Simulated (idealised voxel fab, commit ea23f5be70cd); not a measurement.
Process module name: voxel wiring stack
cross-section cut | 280 nm wide | cells 5 nm
When this document writes out a cross-section, it uses a grid of square cells and lists it as bands, beginning at the top and moving down, with a band standing for one or more rows of cells. Read a band's entry like this: the first values are the height of its top and the height of its bottom in nm, and what follows is the sequence of materials from left to right, each with its width in nm. Note that "blank" is empty space, and that a single material marked "all across" reaches across the band from edge to edge. Counting heights begins at 0, where everything beneath is, in the wafer as received, one material. The lowest band has no bottom; it goes on downwards, as "0 and below" shows. Width "30->40": first value at the band's top row of cells, second value at its bottom row, equal change from row to row. "no modification" means the step left every cell of the cross-section as it was. "Trapped void list" enumerates empty spaces isolated from the top, with no open way to it, that contain at least 8 cells, giving each as width x height at distance from the left edge, all three in nm. If you see something after the settings on a step's line, that's the simulator's own remark about that step. You can add "overlay nm" to a step's line. For a step with a mask, it describes how far the mask lay to the right of its planned position, and a negative number describes a lay to the left.
The steps planned for the process are as follows:
step 1: RECEIVE,material Si
step 2: CONFORMAL_DEP,material SiO2,thk nm 15
step 3: DIRECTIONAL_DEP,material TiN,thk nm 5
step 4: DIRECTIONAL_DEP,material Ru,thk nm 25
step 5: MASKED_ETCH,tone cover,mask id METAL_1,width nm 20,pitch nm 50,etch materials Ru,depth nm 25,overlay nm 0
step 6: MASKED_ETCH,tone cover,mask id METAL_1,width nm 20,pitch nm 50,etch materials TiN,depth nm 5,overlay nm 0
step 7: CONFORMAL_DEP,material SiCN,thk nm 5
step 8: FILL_DEP,material SiO2,thk nm 5
step 9: CMP,height nm 45
step 10: CONFORMAL_DEP,material SiCN,thk nm 5
step 11: DIRECTIONAL_DEP,material lowk,thk nm 20
step 12: PATTERN,tone open,mask id PLUG_1,material resist,width nm 15,pitch nm 100,thk nm 15,overlay nm 0
step 13: DIRECTIONAL_ETCH,etch materials lowk,depth nm 20
step 14: DIRECTIONAL_ETCH,etch materials SiCN,depth nm 5
step 15: STRIP,etch materials resist
step 16: CONFORMAL_DEP,material TiN,thk nm 5
step 17: FILL_DEP,material W,thk nm 5
step 18: CMP,height nm 70
step 19: DIRECTIONAL_DEP,material TiN,thk nm 5
step 20: DIRECTIONAL_DEP,material Ru,thk nm 20
step 21: DIRECTIONAL_DEP,material aC,thk nm 10
step 22: PATTERN,tone cover,mask id METAL_2,material resist,width nm 20,pitch nm 50,thk nm 30,overlay nm 0
step 23: DIRECTIONAL_ETCH,etch materials aC,depth nm 10
step 24: STRIP,etch materials resist
step 25: DIRECTIONAL_ETCH,etch materials Ru,depth nm 20
step 26: DIRECTIONAL_ETCH,etch materials TiN,depth nm 5
step 27: STRIP,etch materials aC
step 28: CONFORMAL_DEP,material SiN,thk nm 5
step 29: FILL_DEP,material lowk,thk nm 5
step 30: CMP,height nm 95
step 31: CONFORMAL_DEP,material SiCN,thk nm 5
step 32: DIRECTIONAL_DEP,material lowk,thk nm 25
step 33: MASKED_ETCH,tone open,mask id METAL_3_HOLES,width nm 15,pitch nm 100,etch materials lowk,depth nm 25,overlay nm 0
step 34: PATTERN,tone open,mask id METAL_3,material resist,width nm 20,pitch nm 50,thk nm 20,overlay nm 0
step 35: DIRECTIONAL_ETCH,etch materials lowk,depth nm 15
step 36: DIRECTIONAL_ETCH,etch materials SiCN,depth nm 5
step 37: STRIP,etch materials resist
step 38: CONFORMAL_DEP,material TiN,thk nm 5
step 39: FILL_DEP,material Cu,thk nm 5
step 40: CMP,height nm 125
step 41: CONFORMAL_DEP,material SiN,thk nm 5
First of two wafers - as planned:
As-received state of the wafer in cross-section, equivalent to post-step 1:
- 0 and below  Si all across
- Trapped void list: none
The wafer, seen in cross-section, after step 2:
- 15 down to 0  SiO2 all across
- Heights below 0 show no change.
The wafer, seen in cross-section, after step 3:
- 20 down to 15  TiN all across
- Heights below 15 show no change.
The wafer, seen in cross-section, after step 4:
- 45 down to 20  Ru all across
- Heights below 20 show no change.
The wafer, seen in cross-section, after step 5:
- 45 down to 20  blank (80); Ru (20); blank (30); Ru (20); blank (30); Ru (20); blank (80)
- Heights below 20 show no change.
The wafer, seen in cross-section, after step 6:
- 45 down to 20  blank (80); Ru (20); blank (30); Ru (20); blank (30); Ru (20); blank (80)
- 20 down to 15  blank (80); TiN (20); blank (30); TiN (20); blank (30); TiN (20); blank (80)
- Heights below 15 show no change.
The wafer, seen in cross-section, after step 7:
- 50 down to 45  blank (75); SiCN (30); blank (20); SiCN (30); blank (20); SiCN (30); blank (75)
- 45 down to 20  blank (75); SiCN (5); Ru (20); SiCN (5); blank (20); SiCN (5); Ru (20); SiCN (5); blank (20); SiCN (5); Ru (20); SiCN (5); blank (75)
- 20 down to 15  SiCN (80); TiN (20); SiCN (30); TiN (20); SiCN (30); TiN (20); SiCN (80)
- Heights below 15 show no change.
The wafer, seen in cross-section, after step 8:
- 55 down to 50  SiO2 all across
- 50 down to 45  SiO2 (75); SiCN (30); SiO2 (20); SiCN (30); SiO2 (20); SiCN (30); SiO2 (75)
- 45 down to 20  SiO2 (75); SiCN (5); Ru (20); SiCN (5); SiO2 (20); SiCN (5); Ru (20); SiCN (5); SiO2 (20); SiCN (5); Ru (20); SiCN (5); SiO2 (75)
- Heights below 20 show no change.
The wafer, seen in cross-section, after step 9:
- 45 down to 20  SiO2 (75); SiCN (5); Ru (20); SiCN (5); SiO2 (20); SiCN (5); Ru (20); SiCN (5); SiO2 (20); SiCN (5); Ru (20); SiCN (5); SiO2 (75)
- Heights below 20 show no change.
The wafer, seen in cross-section, after step 10:
- 50 down to 45  SiCN all across
- Heights below 45 show no change.
The wafer, seen in cross-section, after step 11:
- 70 down to 50  lowk all across
- Heights below 50 show no change.
The wafer, seen in cross-section, after step 12:
- 85 down to 70  resist (80); blank (15); resist (85); blank (15); resist (85)
- Heights below 70 show no change.
The wafer, seen in cross-section, after step 13:
- 85 down to 70  resist (80); blank (15); resist (85); blank (15); resist (85)
- 70 down to 50  lowk (80); blank (15); lowk (85); blank (15); lowk (85)
- Heights below 50 show no change.
The wafer, seen in cross-section, after step 14:
- 85 down to 70  resist (80); blank (15); resist (85); blank (15); resist (85)
- 70 down to 50  lowk (80); blank (15); lowk (85); blank (15); lowk (85)
- 50 down to 45  SiCN (80); blank (15); SiCN (85); blank (15); SiCN (85)
- Heights below 45 show no change.
The wafer, seen in cross-section, after step 15:
- 70 down to 50  lowk (80); blank (15); lowk (85); blank (15); lowk (85)
- Heights below 50 show no change.
The wafer, seen in cross-section, after step 16:
- 75 down to 70  TiN (85); blank (5); TiN (95); blank (5); TiN (90)
- 70 down to 50  lowk (80); TiN (5); blank (5); TiN (5); lowk (85); TiN (5); blank (5); TiN (5); lowk (85)
- 50 down to 45  SiCN (80); TiN (15); SiCN (85); TiN (15); SiCN (85)
- Heights below 45 show no change.
The wafer, seen in cross-section, after step 17:
- 80 down to 75  W all across
- 75 down to 70  TiN (85); W (5); TiN (95); W (5); TiN (90)
- 70 down to 50  lowk (80); TiN (5); W (5); TiN (5); lowk (85); TiN (5); W (5); TiN (5); lowk (85)
- Heights below 50 show no change.
The wafer, seen in cross-section, after step 18:
- 70 down to 50  lowk (80); TiN (5); W (5); TiN (5); lowk (85); TiN (5); W (5); TiN (5); lowk (85)
- Heights below 50 show no change.
The wafer, seen in cross-section, after step 19:
- 75 down to 70  TiN all across
- Heights below 70 show no change.
The wafer, seen in cross-section, after step 20:
- 95 down to 75  Ru all across
- Heights below 75 show no change.
The wafer, seen in cross-section, after step 21:
- 105 down to 95  aC all across
- Heights below 95 show no change.
The wafer, seen in cross-section, after step 22:
- 135 down to 105  blank (80); resist (20); blank (30); resist (20); blank (30); resist (20); blank (80)
- Heights below 105 show no change.
The wafer, seen in cross-section, after step 23:
- 125 down to 105  blank (80); resist (20); blank (30); resist (20); blank (30); resist (20); blank (80)
- 105 down to 95  blank (80); aC (20); blank (30); aC (20); blank (30); aC (20); blank (80)
- Heights below 95 show no change.
The wafer, seen in cross-section, after step 24:
- 105 down to 95  blank (80); aC (20); blank (30); aC (20); blank (30); aC (20); blank (80)
- Heights below 95 show no change.
The wafer, seen in cross-section, after step 25:
- 105 down to 95  blank (80); aC (20); blank (30); aC (20); blank (30); aC (20); blank (80)
- 95 down to 75  blank (80); Ru (20); blank (30); Ru (20); blank (30); Ru (20); blank (80)
- Heights below 75 show no change.
The wafer, seen in cross-section, after step 26:
- 105 down to 95  blank (80); aC (20); blank (30); aC (20); blank (30); aC (20); blank (80)
- 95 down to 75  blank (80); Ru (20); blank (30); Ru (20); blank (30); Ru (20); blank (80)
- 75 down to 70  blank (80); TiN (20); blank (30); TiN (20); blank (30); TiN (20); blank (80)
- Heights below 70 show no change.
The wafer, seen in cross-section, after step 27:
- 95 down to 75  blank (80); Ru (20); blank (30); Ru (20); blank (30); Ru (20); blank (80)
- Heights below 75 show no change.
The wafer, seen in cross-section, after step 28:
- 100 down to 95  blank (75); SiN (30); blank (20); SiN (30); blank (20); SiN (30); blank (75)
- 95 down to 75  blank (75); SiN (5); Ru (20); SiN (5); blank (20); SiN (5); Ru (20); SiN (5); blank (20); SiN (5); Ru (20); SiN (5); blank (75)
- 75 down to 70  SiN (80); TiN (20); SiN (30); TiN (20); SiN (30); TiN (20); SiN (80)
- Heights below 70 show no change.
The wafer, seen in cross-section, after step 29:
- 105 down to 100  lowk all across
- 100 down to 95  lowk (75); SiN (30); lowk (20); SiN (30); lowk (20); SiN (30); lowk (75)
- 95 down to 75  lowk (75); SiN (5); Ru (20); SiN (5); lowk (20); SiN (5); Ru (20); SiN (5); lowk (20); SiN (5); Ru (20); SiN (5); lowk (75)
- Heights below 75 show no change.
The wafer, seen in cross-section, after step 30:
- 95 down to 75  lowk (75); SiN (5); Ru (20); SiN (5); lowk (20); SiN (5); Ru (20); SiN (5); lowk (20); SiN (5); Ru (20); SiN (5); lowk (75)
- Heights below 75 show no change.
The wafer, seen in cross-section, after step 31:
- 100 down to 95  SiCN all across
- Heights below 95 show no change.
The wafer, seen in cross-section, after step 32:
- 125 down to 100  lowk all across
- Heights below 100 show no change.
The wafer, seen in cross-section, after step 33:
- 125 down to 100  lowk (80); blank (15); lowk (85); blank (15); lowk (85)
- Heights below 100 show no change.
The wafer, seen in cross-section, after step 34:
- 145 down to 125  resist (80); blank (20); resist (30); blank (20); resist (30); blank (20); resist (80)
- Heights below 125 show no change.
The wafer, seen in cross-section, after step 35:
- 145 down to 125  resist (80); blank (20); resist (30); blank (20); resist (30); blank (20); resist (80)
- 125 down to 110  lowk (80); blank (20); lowk (30); blank (20); lowk (30); blank (20); lowk (80)
- Heights below 110 show no change.
The wafer, seen in cross-section, after step 36:
- 145 down to 125  resist (80); blank (20); resist (30); blank (20); resist (30); blank (20); resist (80)
- 125 down to 110  lowk (80); blank (20); lowk (30); blank (20); lowk (30); blank (20); lowk (80)
- 110 down to 100  lowk (80); blank (15); lowk (85); blank (15); lowk (85)
- 100 down to 95  SiCN (80); blank (15); SiCN (85); blank (15); SiCN (85)
- Heights below 95 show no change.
The wafer, seen in cross-section, after step 37:
- 125 down to 110  lowk (80); blank (20); lowk (30); blank (20); lowk (30); blank (20); lowk (80)
- Heights below 110 show no change.
The wafer, seen in cross-section, after step 38:
- 130 down to 125  TiN (85); blank (10); TiN (40); blank (10); TiN (40); blank (10); TiN (85)
- 125 down to 115  lowk (80); TiN (5); blank (10); TiN (5); lowk (30); TiN (5); blank (10); TiN (5); lowk (30); TiN (5); blank (10); TiN (5); lowk (80)
- 115 down to 110  lowk (80); TiN (5); blank (5); TiN (10); lowk (30); TiN (20); lowk (30); TiN (5); blank (5); TiN (10); lowk (80)
- 110 down to 100  lowk (80); TiN (5); blank (5); TiN (5); lowk (85); TiN (5); blank (5); TiN (5); lowk (85)
- 100 down to 95  SiCN (80); TiN (15); SiCN (85); TiN (15); SiCN (85)
- Heights below 95 show no change.
The wafer, seen in cross-section, after step 39:
- 135 down to 130  Cu all across
- 130 down to 125  TiN (85); Cu (10); TiN (40); Cu (10); TiN (40); Cu (10); TiN (85)
- 125 down to 115  lowk (80); TiN (5); Cu (10); TiN (5); lowk (30); TiN (5); Cu (10); TiN (5); lowk (30); TiN (5); Cu (10); TiN (5); lowk (80)
- 115 down to 110  lowk (80); TiN (5); Cu (5); TiN (10); lowk (30); TiN (20); lowk (30); TiN (5); Cu (5); TiN (10); lowk (80)
- 110 down to 100  lowk (80); TiN (5); Cu (5); TiN (5); lowk (85); TiN (5); Cu (5); TiN (5); lowk (85)
- Heights below 100 show no change.
The wafer, seen in cross-section, after step 40:
- 125 down to 115  lowk (80); TiN (5); Cu (10); TiN (5); lowk (30); TiN (5); Cu (10); TiN (5); lowk (30); TiN (5); Cu (10); TiN (5); lowk (80)
- Heights below 115 show no change.
The wafer, seen in cross-section, after step 41:
- 130 down to 125  SiN all across
- Heights below 125 show no change.
Okay, second wafer. Nothing different at the start, nothing different in the plan, just one mistake somewhere in the running. As far as step 29, counting that step, it's the first wafer all over again:
Planned end of step 30: second wafer, cross-section:
- 100 down to 95  lowk (75); SiN (30); lowk (20); SiN (30); lowk (20); SiN (30); lowk (75)
- Heights below 95 show no change.
Planned end of step 31: second wafer, cross-section:
- 105 down to 100  SiCN all across
- Heights below 100 show no change.
Planned end of step 32: second wafer, cross-section:
- 130 down to 105  lowk all across
- Heights below 105 show no change.
Planned end of step 33: second wafer, cross-section:
- 130 down to 105  lowk (80); blank (15); lowk (85); blank (15); lowk (85)
- Heights below 105 show no change.
Planned end of step 34: second wafer, cross-section:
- 150 down to 130  resist (80); blank (20); resist (30); blank (20); resist (30); blank (20); resist (80)
- Heights below 130 show no change.
Planned end of step 35: second wafer, cross-section:
- 150 down to 130  resist (80); blank (20); resist (30); blank (20); resist (30); blank (20); resist (80)
- 130 down to 115  lowk (80); blank (20); lowk (30); blank (20); lowk (30); blank (20); lowk (80)
- Heights below 115 show no change.
Planned end of step 36: second wafer, cross-section:
- 150 down to 130  resist (80); blank (20); resist (30); blank (20); resist (30); blank (20); resist (80)
- 130 down to 115  lowk (80); blank (20); lowk (30); blank (20); lowk (30); blank (20); lowk (80)
- 115 down to 105  lowk (80); blank (15); lowk (85); blank (15); lowk (85)
- 105 down to 100  SiCN (80); blank (15); SiCN (85); blank (15); SiCN (85)
- Heights below 100 show no change.
Planned end of step 37: second wafer, cross-section:
- 130 down to 115  lowk (80); blank (20); lowk (30); blank (20); lowk (30); blank (20); lowk (80)
- Heights below 115 show no change.
Planned end of step 38: second wafer, cross-section:
- 135 down to 130  TiN (85); blank (10); TiN (40); blank (10); TiN (40); blank (10); TiN (85)
- 130 down to 120  lowk (80); TiN (5); blank (10); TiN (5); lowk (30); TiN (5); blank (10); TiN (5); lowk (30); TiN (5); blank (10); TiN (5); lowk (80)
- 120 down to 115  lowk (80); TiN (5); blank (5); TiN (10); lowk (30); TiN (20); lowk (30); TiN (5); blank (5); TiN (10); lowk (80)
- 115 down to 105  lowk (80); TiN (5); blank (5); TiN (5); lowk (85); TiN (5); blank (5); TiN (5); lowk (85)
- 105 down to 100  SiCN (80); TiN (15); SiCN (85); TiN (15); SiCN (85)
- Heights below 100 show no change.
Planned end of step 39: second wafer, cross-section:
- 140 down to 135  Cu all across
- 135 down to 130  TiN (85); Cu (10); TiN (40); Cu (10); TiN (40); Cu (10); TiN (85)
- 130 down to 120  lowk (80); TiN (5); Cu (10); TiN (5); lowk (30); TiN (5); Cu (10); TiN (5); lowk (30); TiN (5); Cu (10); TiN (5); lowk (80)
- 120 down to 115  lowk (80); TiN (5); Cu (5); TiN (10); lowk (30); TiN (20); lowk (30); TiN (5); Cu (5); TiN (10); lowk (80)
- 115 down to 105  lowk (80); TiN (5); Cu (5); TiN (5); lowk (85); TiN (5); Cu (5); TiN (5); lowk (85)
- Heights below 105 show no change.
Planned end of step 40: second wafer, cross-section:
- 125 down to 120  lowk (80); TiN (5); Cu (10); TiN (5); lowk (30); TiN (5); Cu (10); TiN (5); lowk (30); TiN (5); Cu (10); TiN (5); lowk (80)
- Heights below 120 show no change.
Planned end of step 41: second wafer, cross-section:
- 130 down to 125  SiN all across
- Heights below 125 show no change.
What broke from the plan during processing? step 30, actual vs plan mismatch, actual run CMP,height nm 100
Materials where the second wafer ends with more or fewer cells than the first: 6 fewer of Cu, 18 more of SiN, 6 fewer of TiN, 6 fewer of lowk
